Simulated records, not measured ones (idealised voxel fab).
process module | voxel gate over fins
cross-section cut | 260 nm wide | cells 5 nm
A cross-section is a grid of square cells, given in bands from the top down. A band is one or more rows of cells.
Each band's line starts with the height of the band's top and of its bottom, in nm. Then come its materials from left to right, each with its width in nm. One material with "throughout" fills the band from edge to edge. "air" is empty space.
Height 0 is the level under which the wafer as received is all one material. The lowest band goes on downwards, as in "0 down".
A width such as "30 to 40" changes by the same amount from each row of cells to the next, from the band's top row to its bottom row.
"no change" after a step means that no cell of the cross-section changed.
closed voids: empty space of 8 cells or more with no open way to the top, each as width x height at its distance from the left edge, in nm
after a step's settings: what the simulator itself notes on the step
overlay nm, on a step with a mask: how far to the right of its planned place the mask lay; to the left if negative
plan
1 op RECEIVE | material Si
2 op CONFORMAL_DEP | material SiN | thk nm 5
3 op MASKED_ETCH | tone cover | mask id FINS | width nm 15 | pitch nm 45 | etch materials SiN | depth nm 5 | overlay nm 0
4 op MASKED_ETCH | tone cover | mask id FINS | width nm 15 | pitch nm 45 | etch materials Si | depth nm 35 | overlay nm 0
5 op FILL_DEP | material SiO2 | thk nm 10
6 op CMP | height nm 5
7 op SELECTIVE_ETCH | etch materials SiO2 | depth nm 15
8 op STRIP | etch materials SiN
9 op CONFORMAL_DEP | material HfO2 | thk nm 5
10 op CONFORMAL_DEP | material TiN | thk nm 5
11 op FILL_DEP | material W | thk nm 10
12 op CMP | height nm 15
13 op CONFORMAL_DEP | material SiCN | thk nm 5
varied across the wafers: width nm of step 4. The plan shows the first wafer's value. All wafers start alike
first wafer as received, after step 1
  0 down: Si throughout
  closed voids: none
first wafer at the end, after step 13
  20 to 15: SiCN throughout
  15 to 10: W throughout
  10 to 5: W 45 | TiN 35 | W 10 | TiN 35 | W 10 | TiN 35 | W 10 | TiN 35 | W 45
  5 to 0: W 45 | TiN 5 | HfO2 25 | TiN 5 | W 10 | TiN 5 | HfO2 25 | TiN 5 | W 10 | TiN 5 | HfO2 25 | TiN 5 | W 10 | TiN 5 | HfO2 25 | TiN 5 | W 45
  0 to -5: TiN 50 | HfO2 5 | Si 15 | HfO2 5 | TiN 20 | HfO2 5 | Si 15 | HfO2 5 | TiN 20 | HfO2 5 | Si 15 | HfO2 5 | TiN 20 | HfO2 5 | Si 15 | HfO2 5 | TiN 50
  -5 to -10: HfO2 55 | Si 15 | HfO2 30 | Si 15 | HfO2 30 | Si 15 | HfO2 30 | Si 15 | HfO2 55
  -10 to -35: SiO2 55 | Si 15 | SiO2 30 | Si 15 | SiO2 30 | Si 15 | SiO2 30 | Si 15 | SiO2 55
  -35 down: Si throughout
  closed voids: none
last wafer at the end
  20 to 15: SiCN throughout
  15 to 10: W throughout
  10 to 5: W 40 | TiN 185 | W 35
  5 to 0: W 40 | TiN 5 | HfO2 40 | TiN 5 | HfO2 40 | TiN 5 | HfO2 40 | TiN 5 | HfO2 40 | TiN 5 | W 35
  0 to -5: TiN 45 | HfO2 5 | Si 30 | HfO2 5 | TiN 5 | HfO2 5 | Si 30 | HfO2 5 | TiN 5 | HfO2 5 | Si 30 | HfO2 5 | TiN 5 | HfO2 5 | Si 30 | HfO2 5 | TiN 40
  -5 to -10: HfO2 50 | Si 30 | HfO2 15 | Si 30 | HfO2 15 | Si 30 | HfO2 15 | Si 30 | HfO2 45
  -10 to -35: SiO2 50 | Si 30 | SiO2 15 | Si 30 | SiO2 15 | Si 30 | SiO2 15 | Si 30 | SiO2 45
  -35 down: Si throughout
  closed voids: none
each wafer at the end: cells of each material gained (+) or lost (-) since it was received, then its closed voids
width nm 15 | +68 HfO2 | -280 Si | +52 SiCN | +200 SiO2 | +68 TiN | +100 W | closed voids: none
width nm 20 | +68 HfO2 | -252 Si | +52 SiCN | +180 SiO2 | +68 TiN | +92 W | closed voids: none
width nm 25 | +68 HfO2 | -224 Si | +52 SiCN | +160 SiO2 | +68 TiN | +84 W | closed voids: none
width nm 30 | +68 HfO2 | -196 Si | +52 SiCN | +140 SiO2 | +62 TiN | +82 W | closed voids: none
